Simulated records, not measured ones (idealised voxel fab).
Process module, titled voxel transistor to metal
It is cross-section cut that appears here, measuring 265 nm in width, its square cells being 5 nm in size.
Think of the cross-section as a grid of square cells. We describe it in bands, top to bottom, and each band covers one or more rows of those cells. Each band's line starts with the height of the band's top and of its bottom, in nm. Then come its materials from left to right, each with its width in nm. One material with "full width" fills the band from edge to edge. "empty" is empty space. For the purposes of this specification, 0 denotes the height below which the wafer in its as-received condition is composed wholly of one material, and the lowermost band, lacking a lower limit, extends downward without end, as expressed in "from 0 down". Width spec "30 to 40" -> top row of cells at first value, bottom row at second value, equal per-row change in between. "remained unchanged" means the step left every cell of the cross-section as it was. Entry "Sealed internal cavities" = empty spaces >= 8 cells with no open way to the top; each as width x height at distance, distance from left edge, all nm. Note: text after step settings on the step line = simulator remark on that step. Among the settings permitted on a step's line is "overlay nm"; applied to a step with a mask, it specifies the extent to which the mask lay to the right of its planned position, whereas a negative figure signifies a position to the left.

**So here's the lineup of process steps we planned**
1,RECEIVE [material Si]
2,CONFORMAL_DEP [material SiO2] [thk nm 5]
3,CONFORMAL_DEP [material SiN] [thk nm 15]
4,PATTERN [tone cover] [mask id ACTIVE] [material resist] [width nm 100] [pitch nm 125] [thk nm 15] [overlay nm 0]
5,DIRECTIONAL_ETCH [etch materials SiN] [depth nm 15]
6,DIRECTIONAL_ETCH [etch materials SiO2] [depth nm 5]
7,DIRECTIONAL_ETCH [etch materials Si] [depth nm 30]
8,STRIP [etch materials resist]
9,OXIDIZE [depth nm 5]
10,FILL_DEP [material SiO2] [thk nm 15]
11,CMP [height nm 20]
12,SELECTIVE_ETCH [etch materials SiO2] [depth nm 5]
13,STRIP [etch materials SiN]
14,SELECTIVE_ETCH [etch materials SiO2] [depth nm 5]
15,OXIDIZE [depth nm 5]
16,DIRECTIONAL_DEP [material polySi] [thk nm 20]
17,DIRECTIONAL_DEP [material SiCN] [thk nm 10]
18,DIRECTIONAL_DEP [material aC] [thk nm 10]
19,PATTERN [tone cover] [mask id GATE] [material resist] [width nm 20] [pitch nm 125] [thk nm 30] [overlay nm 0]
20,DIRECTIONAL_ETCH [etch materials aC] [depth nm 10]
21,STRIP [etch materials resist]
22,DIRECTIONAL_ETCH [etch materials SiCN] [depth nm 20]
23,DIRECTIONAL_ETCH [etch materials polySi] [depth nm 30]
24,STRIP [etch materials aC]
25,CONFORMAL_DEP [material SiO2] [thk nm 5]
26,DIRECTIONAL_ETCH [etch materials SiO2] [depth nm 5]
27,CONFORMAL_DEP [material SiN] [thk nm 10]
28,DIRECTIONAL_ETCH [etch materials SiN] [depth nm 10]
29,DIRECTIONAL_ETCH [etch materials SiO2] [depth nm 5]
30,DIRECTIONAL_ETCH [etch materials Si] [depth nm 5]
31,EPI [material pSi] [thk nm 10]
32,FILL_DEP [material SiO2] [thk nm 10]
33,CMP [height nm 30]
34,DIRECTIONAL_DEP [material SiO2] [thk nm 10]
35,PATTERN [tone open] [mask id CONTACT] [material resist] [width nm 30] [thk nm 20] [overlay nm 0]
36,DIRECTIONAL_ETCH [etch materials SiO2] [depth nm 35]
37,STRIP [etch materials resist]
38,CONFORMAL_DEP [material TiN] [thk nm 5]
39,FILL_DEP [material W] [thk nm 5]
40,CMP [height nm 40]
41,DIRECTIONAL_DEP [material TiN] [thk nm 5]
42,DIRECTIONAL_DEP [material W] [thk nm 15]
43,MASKED_ETCH [tone cover] [mask id METAL_1] [width nm 15] [etch materials W] [depth nm 15] [overlay nm 0]
44,MASKED_ETCH [tone cover] [mask id METAL_1] [width nm 15] [etch materials TiN] [depth nm 5] [overlay nm 0]
45,CONFORMAL_DEP [material SiCN] [thk nm 5]
46,FILL_DEP [material SiO2] [thk nm 10]
47,CMP [height nm 60]
48,CONFORMAL_DEP [material SiCN] [thk nm 5]
49,DIRECTIONAL_DEP [material SiO2] [thk nm 35]
50,MASKED_ETCH [tone open] [mask id METAL_2] [width nm 15] [pitch nm 125] [etch materials SiO2] [depth nm 20] [overlay nm 0]
51,PATTERN [tone open] [mask id METAL_2_HOLES] [material resist] [width nm 15] [pitch nm 125] [thk nm 20] [overlay nm 0]
52,DIRECTIONAL_ETCH [etch materials SiO2] [depth nm 15]
53,DIRECTIONAL_ETCH [etch materials SiCN] [depth nm 5]
54,STRIP [etch materials resist]
55,CONFORMAL_DEP [material TiN] [thk nm 5]
56,FILL_DEP [material Cu] [thk nm 5]
57,CMP [height nm 100]
58,CONFORMAL_DEP [material SiN] [thk nm 5]

**Shown in cross-section is the wafer as received, that is, as it stands after step 1**
> from 0 down  Si full width
> Sealed internal cavities: none

**Result of the module, cross-sectioned: start per above, plan per above, one error in how it was run**
> from 105 to 100  polySi full width
> from 100 to 65  25 SiO2, then 5 TiN, then 5 Cu, then 5 TiN, then 110 SiO2, then 5 TiN, then 5 Cu, then 5 TiN, then 100 SiO2
> from 65 to 60  25 SiCN, then 15 TiN, then 110 SiCN, then 15 TiN, then 100 SiCN
> from 60 to 45  20 SiO2, then 5 SiCN, then 15 W, then 5 SiCN, then 50 SiO2, then 5 SiCN, then 15 W, then 5 SiCN, then 25 SiO2, then 5 SiCN, then 15 W, then 5 SiCN, then 50 SiO2, then 5 SiCN, then 15 W, then 5 SiCN, then 20 SiO2
> from 45 to 40  25 SiCN, then 15 TiN, then 60 SiCN, then 15 TiN, then 35 SiCN, then 15 TiN, then 60 SiCN, then 15 TiN, then 25 SiCN
> from 40 to 30  25 SiO2, then 5 TiN, then 20 to 10 W, then 5 to 15 TiN, then 30 SiO2, then 5 to 15 TiN, then 20 to 10 W, then 5 TiN, then 35 SiO2, then 5 TiN, then 20 to 10 W, then 5 to 15 TiN, then 30 SiO2, then 5 to 15 TiN, then 20 to 10 W, then 5 TiN, then 25 SiO2
> from 30 to 20  25 SiO2, then 5 TiN, then 10 W, then 5 TiN, then 10 SiN, then 5 SiO2, then 20 SiCN, then 5 SiO2, then 10 SiN, then 5 TiN, then 10 W, then 5 TiN, then 35 SiO2, then 5 TiN, then 10 W, then 5 TiN, then 10 SiN, then 5 SiO2, then 20 SiCN, then 5 SiO2, then 10 SiN, then 5 TiN, then 10 W, then 5 TiN, then 25 SiO2
> from 20 to 10  25 SiO2, then 5 to 10 TiN, then 10 to 5 W, then 5 TiN, then 10 SiN, then 5 SiO2, then 20 polySi, then 5 SiO2, then 10 SiN, then 5 TiN, then 10 to 5 W, then 5 to 10 TiN, then 35 SiO2, then 5 to 10 TiN, then 10 to 5 W, then 5 TiN, then 10 SiN, then 5 SiO2, then 20 polySi, then 5 SiO2, then 10 SiN, then 5 TiN, then 10 to 5 W, then 5 to 10 TiN, then 25 SiO2
> from 10 to 5  20 SiO2, then 10 SiN, then 15 TiN, then 10 SiN, then 5 SiO2, then 20 polySi, then 5 SiO2, then 10 SiN, then 15 TiN, then 10 SiN, then 25 SiO2, then 10 SiN, then 15 TiN, then 10 SiN, then 5 SiO2, then 20 polySi, then 5 SiO2, then 10 SiN, then 15 TiN, then 10 SiN, then 20 SiO2
> from 5 to 0  20 SiO2, then 10 SiN, then 15 pSi, then 10 SiN, then 5 SiO2, then 20 polySi, then 5 SiO2, then 10 SiN, then 15 pSi, then 10 SiN, then 25 SiO2, then 10 SiN, then 15 pSi, then 10 SiN, then 5 SiO2, then 20 polySi, then 5 SiO2, then 10 SiN, then 15 pSi, then 10 SiN, then 20 SiO2
> from 0 to -5  30 SiO2, then 15 pSi, then 50 SiO2, then 15 pSi, then 45 SiO2, then 15 pSi, then 50 SiO2, then 15 pSi, then 30 SiO2
> from -5 to -10  25 SiO2, then 5 Si, then 15 pSi, then 50 Si, then 15 pSi, then 5 Si, then 35 SiO2, then 5 Si, then 15 pSi, then 50 Si, then 15 pSi, then 5 Si, then 25 SiO2
> from -10 to -35  25 SiO2, then 90 Si, then 35 SiO2, then 90 Si, then 25 SiO2
> from -35 down  Si full width
> Sealed internal cavities: none
What was the processing mistake? off-plan run, step 58, actual operation and settings CONFORMAL_DEP [material polySi] [thk nm 5]
